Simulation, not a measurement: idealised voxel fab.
process module | voxel quadruple lines
cross-section cut | 220 nm wide | cells 5 nm
A cross-section is a grid of square cells, given in bands from the top down. A band is one or more rows of cells.
Each band's line starts with the height of the band's top and of its bottom, in nm. Then come its materials from left to right, each with its width in nm. One material with "throughout" fills the band from edge to edge. "air" is empty space.
Height 0 is the level under which the wafer as received is all one material. The lowest band goes on downwards, as in "0 down".
A width such as "30 to 40" changes by the same amount from each row of cells to the next, from the band's top row to its bottom row.
"no change" after a step means that no cell of the cross-section changed.
closed voids: empty space of 8 cells or more with no open way to the top, each as width x height at its distance from the left edge, in nm
after a step's settings: what the simulator itself notes on the step
overlay nm, on a step with a mask: how far to the right of its planned place the mask lay; to the left if negative
plan
1 op RECEIVE | material Si
2 op CONFORMAL_DEP | material SiO2 | thk nm 10
3 op DIRECTIONAL_DEP | material W | thk nm 15
4 op DIRECTIONAL_DEP | material polySi | thk nm 20
5 op DIRECTIONAL_DEP | material aC | thk nm 25
6 op PATTERN | tone cover | mask id MANDREL | material resist | width nm 35 | pitch nm 100 | thk nm 35 | overlay nm 0
7 op DIRECTIONAL_ETCH | etch materials aC | depth nm 25
8 op STRIP | etch materials resist
9 op CONFORMAL_DEP | material SiO2 | thk nm 15
10 op DIRECTIONAL_ETCH | etch materials SiO2 | depth nm 15
11 op STRIP | etch materials aC
12 op DIRECTIONAL_ETCH | etch materials polySi | depth nm 20
13 op STRIP | etch materials SiO2
14 op CONFORMAL_DEP | material SiCN | thk nm 10
15 op DIRECTIONAL_ETCH | etch materials SiCN | depth nm 10
16 op STRIP | etch materials polySi
17 op DIRECTIONAL_ETCH | etch materials W | depth nm 15
18 op STRIP | etch materials SiCN
19 op FILL_DEP | material SiO2 | thk nm 5
20 op CMP | height nm 25
first wafer, as planned
as received, after step 1
  0 down: Si throughout
  closed voids: none
after step 2
  10 to 0: SiO2 throughout
  below 0: unchanged
after step 3
  25 to 10: W throughout
  below 10: unchanged
after step 4
  45 to 25: polySi throughout
  below 25: unchanged
after step 5
  70 to 45: aC throughout
  below 45: unchanged
after step 6
  105 to 70: air 40 | resist 35 | air 65 | resist 35 | air 45
  below 70: unchanged
after step 7
  80 to 70: air 40 | resist 35 | air 65 | resist 35 | air 45
  70 to 45: air 40 | aC 35 | air 65 | aC 35 | air 45
  below 45: unchanged
after step 8
  70 to 45: air 40 | aC 35 | air 65 | aC 35 | air 45
  below 45: unchanged
after step 9
  85 to 70: air 25 | SiO2 65 | air 35 | SiO2 65 | air 30
  70 to 60: air 25 | SiO2 15 | aC 35 | SiO2 15 | air 35 | SiO2 15 | aC 35 | SiO2 15 | air 30
  60 to 45: SiO2 40 | aC 35 | SiO2 65 | aC 35 | SiO2 45
  below 45: unchanged
after step 10
  70 to 45: air 25 | SiO2 15 | aC 35 | SiO2 15 | air 35 | SiO2 15 | aC 35 | SiO2 15 | air 30
  below 45: unchanged
after step 11
  70 to 45: air 25 | SiO2 15 | air 35 | SiO2 15 | air 35 | SiO2 15 | air 35 | SiO2 15 | air 30
  below 45: unchanged
after step 12
  70 to 45: air 25 | SiO2 15 | air 35 | SiO2 15 | air 35 | SiO2 15 | air 35 | SiO2 15 | air 30
  45 to 25: air 25 | polySi 15 | air 35 | polySi 15 | air 35 | polySi 15 | air 35 | polySi 15 | air 30
  below 25: unchanged
after step 13
  45 to 25: air 25 | polySi 15 | air 35 | polySi 15 | air 35 | polySi 15 | air 35 | polySi 15 | air 30
  below 25: unchanged
after step 14
  55 to 45: air 15 | SiCN 35 | air 15 | SiCN 35 | air 15 | SiCN 35 | air 15 | SiCN 35 | air 20
  45 to 35: air 15 | SiCN 10 | polySi 15 | SiCN 10 | air 15 | SiCN 10 | polySi 15 | SiCN 10 | air 15 | SiCN 10 | polySi 15 | SiCN 10 | air 15 | SiCN 10 | polySi 15 | SiCN 10 | air 20
  35 to 25: SiCN 25 | polySi 15 | SiCN 35 | polySi 15 | SiCN 35 | polySi 15 | SiCN 35 | polySi 15 | SiCN 30
  below 25: unchanged
after step 15
  45 to 25: air 15 | SiCN 10 | polySi 15 | SiCN 10 | air 15 | SiCN 10 | polySi 15 | SiCN 10 | air 15 | SiCN 10 | polySi 15 | SiCN 10 | air 15 | SiCN 10 | polySi 15 | SiCN 10 | air 20
  below 25: unchanged
after step 16
  45 to 25: air 15 | SiCN 10 | air 15 | SiCN 10 | air 15 | SiCN 10 | air 15 | SiCN 10 | air 15 | SiCN 10 | air 15 | SiCN 10 | air 15 | SiCN 10 | air 15 | SiCN 10 | air 20
  below 25: unchanged
after step 17
  45 to 25: air 15 | SiCN 10 | air 15 | SiCN 10 | air 15 | SiCN 10 | air 15 | SiCN 10 | air 15 | SiCN 10 | air 15 | SiCN 10 | air 15 | SiCN 10 | air 15 | SiCN 10 | air 20
  25 to 10: air 15 | W 10 | air 15 | W 10 | air 15 | W 10 | air 15 | W 10 | air 15 | W 10 | air 15 | W 10 | air 15 | W 10 | air 15 | W 10 | air 20
  below 10: unchanged
after step 18
  25 to 10: air 15 | W 10 | air 15 | W 10 | air 15 | W 10 | air 15 | W 10 | air 15 | W 10 | air 15 | W 10 | air 15 | W 10 | air 15 | W 10 | air 20
  below 10: unchanged
after step 19
  30 to 25: SiO2 throughout
  25 to 10: SiO2 15 | W 10 | SiO2 15 | W 10 | SiO2 15 | W 10 | SiO2 15 | W 10 | SiO2 15 | W 10 | SiO2 15 | W 10 | SiO2 15 | W 10 | SiO2 15 | W 10 | SiO2 20
  below 10: unchanged
after step 20
  25 to 10: SiO2 15 | W 10 | SiO2 15 | W 10 | SiO2 15 | W 10 | SiO2 15 | W 10 | SiO2 15 | W 10 | SiO2 15 | W 10 | SiO2 15 | W 10 | SiO2 15 | W 10 | SiO2 20
  below 10: unchanged
second wafer: like start, like plan, one mistake. Through step 1 it matches the first wafer
when step 2 should have ended
  5 to 0: SiO2 throughout
  below 0: unchanged
when step 3 should have ended
  20 to 5: W throughout
  below 5: unchanged
when step 4 should have ended
  40 to 20: polySi throughout
  below 20: unchanged
when step 5 should have ended
  65 to 40: aC throughout
  below 40: unchanged
when step 6 should have ended
  100 to 65: air 40 | resist 35 | air 65 | resist 35 | air 45
  below 65: unchanged
when step 7 should have ended
  75 to 65: air 40 | resist 35 | air 65 | resist 35 | air 45
  65 to 40: air 40 | aC 35 | air 65 | aC 35 | air 45
  below 40: unchanged
when step 8 should have ended
  65 to 40: air 40 | aC 35 | air 65 | aC 35 | air 45
  below 40: unchanged
when step 9 should have ended
  80 to 65: air 25 | SiO2 65 | air 35 | SiO2 65 | air 30
  65 to 55: air 25 | SiO2 15 | aC 35 | SiO2 15 | air 35 | SiO2 15 | aC 35 | SiO2 15 | air 30
  55 to 40: SiO2 40 | aC 35 | SiO2 65 | aC 35 | SiO2 45
  below 40: unchanged
when step 10 should have ended
  65 to 40: air 25 | SiO2 15 | aC 35 | SiO2 15 | air 35 | SiO2 15 | aC 35 | SiO2 15 | air 30
  below 40: unchanged
when step 11 should have ended
  65 to 40: air 25 | SiO2 15 | air 35 | SiO2 15 | air 35 | SiO2 15 | air 35 | SiO2 15 | air 30
  below 40: unchanged
when step 12 should have ended
  65 to 40: air 25 | SiO2 15 | air 35 | SiO2 15 | air 35 | SiO2 15 | air 35 | SiO2 15 | air 30
  40 to 20: air 25 | polySi 15 | air 35 | polySi 15 | air 35 | polySi 15 | air 35 | polySi 15 | air 30
  below 20: unchanged
when step 13 should have ended
  40 to 20: air 25 | polySi 15 | air 35 | polySi 15 | air 35 | polySi 15 | air 35 | polySi 15 | air 30
  below 20: unchanged
when step 14 should have ended
  50 to 40: air 15 | SiCN 35 | air 15 | SiCN 35 | air 15 | SiCN 35 | air 15 | SiCN 35 | air 20
  40 to 30: air 15 | SiCN 10 | polySi 15 | SiCN 10 | air 15 | SiCN 10 | polySi 15 | SiCN 10 | air 15 | SiCN 10 | polySi 15 | SiCN 10 | air 15 | SiCN 10 | polySi 15 | SiCN 10 | air 20
  30 to 20: SiCN 25 | polySi 15 | SiCN 35 | polySi 15 | SiCN 35 | polySi 15 | SiCN 35 | polySi 15 | SiCN 30
  below 20: unchanged
when step 15 should have ended
  40 to 20: air 15 | SiCN 10 | polySi 15 | SiCN 10 | air 15 | SiCN 10 | polySi 15 | SiCN 10 | air 15 | SiCN 10 | polySi 15 | SiCN 10 | air 15 | SiCN 10 | polySi 15 | SiCN 10 | air 20
  below 20: unchanged
when step 16 should have ended
  40 to 20: air 15 | SiCN 10 | air 15 | SiCN 10 | air 15 | SiCN 10 | air 15 | SiCN 10 | air 15 | SiCN 10 | air 15 | SiCN 10 | air 15 | SiCN 10 | air 15 | SiCN 10 | air 20
  below 20: unchanged
when step 17 should have ended
  40 to 20: air 15 | SiCN 10 | air 15 | SiCN 10 | air 15 | SiCN 10 | air 15 | SiCN 10 | air 15 | SiCN 10 | air 15 | SiCN 10 | air 15 | SiCN 10 | air 15 | SiCN 10 | air 20
  20 to 5: air 15 | W 10 | air 15 | W 10 | air 15 | W 10 | air 15 | W 10 | air 15 | W 10 | air 15 | W 10 | air 15 | W 10 | air 15 | W 10 | air 20
  below 5: unchanged
when step 18 should have ended
  20 to 5: air 15 | W 10 | air 15 | W 10 | air 15 | W 10 | air 15 | W 10 | air 15 | W 10 | air 15 | W 10 | air 15 | W 10 | air 15 | W 10 | air 20
  below 5: unchanged
when step 19 should have ended
  25 to 20: SiO2 throughout
  20 to 5: SiO2 15 | W 10 | SiO2 15 | W 10 | SiO2 15 | W 10 | SiO2 15 | W 10 | SiO2 15 | W 10 | SiO2 15 | W 10 | SiO2 15 | W 10 | SiO2 15 | W 10 | SiO2 20
  below 5: unchanged
when step 20 should have ended: no change
what went wrong: step 2 ran as: op CONFORMAL_DEP | material SiO2 | thk nm 5
at the end the second wafer has, in cells: as many of each material as the first, in other places
